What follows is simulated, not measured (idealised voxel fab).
process module | voxel gate over fins
cross-section cut | 225 nm wide | cells 5 nm
A cross-section is a grid of square cells, given in bands from the top down. A band is one or more rows of cells.
Each band's line starts with the height of the band's top and of its bottom, in nm. Then come its materials from left to right, each with its width in nm. One material with "throughout" fills the band from edge to edge. "air" is empty space.
Height 0 is the level under which the wafer as received is all one material. The lowest band goes on downwards, as in "0 down".
A width such as "30 to 40" changes by the same amount from each row of cells to the next, from the band's top row to its bottom row.
"no change" after a step means that no cell of the cross-section changed.
closed voids: empty space of 8 cells or more with no open way to the top, each as width x height at its distance from the left edge, in nm
after a step's settings: what the simulator itself notes on the step
overlay nm, on a step with a mask: how far to the right of its planned place the mask lay; to the left if negative
plan
1 op RECEIVE | material Si
2 op CONFORMAL_DEP | material SiN | thk nm 5
3 op PATTERN | tone cover | mask id FINS | material resist | width nm 15 | pitch nm 45 | thk nm 15 | overlay nm 0
4 op DIRECTIONAL_ETCH | etch materials SiN | depth nm 5
5 op DIRECTIONAL_ETCH | etch materials Si | depth nm 30
6 op STRIP | etch materials resist
7 op OXIDIZE | depth nm 5
8 op FILL_DEP | material SiO2 | thk nm 10
9 op CMP | height nm 5
10 op SELECTIVE_ETCH | etch materials SiO2 | depth nm 20
11 op STRIP | etch materials SiN
12 op CONFORMAL_DEP | material HfO2 | thk nm 5
13 op CONFORMAL_DEP | material TiN | thk nm 5
14 op CONFORMAL_DEP | material TiAl | thk nm 5
15 op CONFORMAL_DEP | material TiN | thk nm 5
16 op FILL_DEP | material W | thk nm 15
17 op CMP | height nm 30
18 op CONFORMAL_DEP | material SiCN | thk nm 5
as received, after step 1
  0 down: Si throughout
  closed voids: none
a wafer at the end: this start, this plan, one mistake
  35 to 30: SiCN throughout
  30 to 20: W throughout
  20 to 10: W 20 | TiN 180 | W 25
  10 to 5: W 20 | TiN 10 | TiAl 25 | TiN 20 | TiAl 25 | TiN 20 | TiAl 25 | TiN 20 | TiAl 25 | TiN 10 | W 25
  5 to 0: TiN 30 | TiAl 5 | HfO2 15 | TiAl 5 | TiN 20 | TiAl 5 | HfO2 15 | TiAl 5 | TiN 20 | TiAl 5 | HfO2 15 | TiAl 5 | TiN 20 | TiAl 5 | HfO2 15 | TiAl 5 | TiN 35
  0 to -5: TiN 30 | TiAl 5 | HfO2 5 | Si 5 | HfO2 5 | TiAl 5 | TiN 20 | TiAl 5 | HfO2 5 | Si 5 | HfO2 5 | TiAl 5 | TiN 20 | TiAl 5 | HfO2 5 | Si 5 | HfO2 5 | TiAl 5 | TiN 20 | TiAl 5 | HfO2 5 | Si 5 | HfO2 5 | TiAl 5 | TiN 35
  -5 to -10: TiAl 35 | HfO2 5 | Si 5 | HfO2 5 | TiAl 30 | HfO2 5 | Si 5 | HfO2 5 | TiAl 30 | HfO2 5 | Si 5 | HfO2 5 | TiAl 30 | HfO2 5 | Si 5 | HfO2 5 | TiAl 40
  -10 to -15: HfO2 40 | Si 5 | HfO2 40 | Si 5 | HfO2 40 | Si 5 | HfO2 40 | Si 5 | HfO2 45
  -15 to -35: SiO2 40 | Si 5 | SiO2 40 | Si 5 | SiO2 40 | Si 5 | SiO2 40 | Si 5 | SiO2 45
  -35 down: Si throughout
  closed voids: none
what went wrong: steps 13 and 14 were swapped
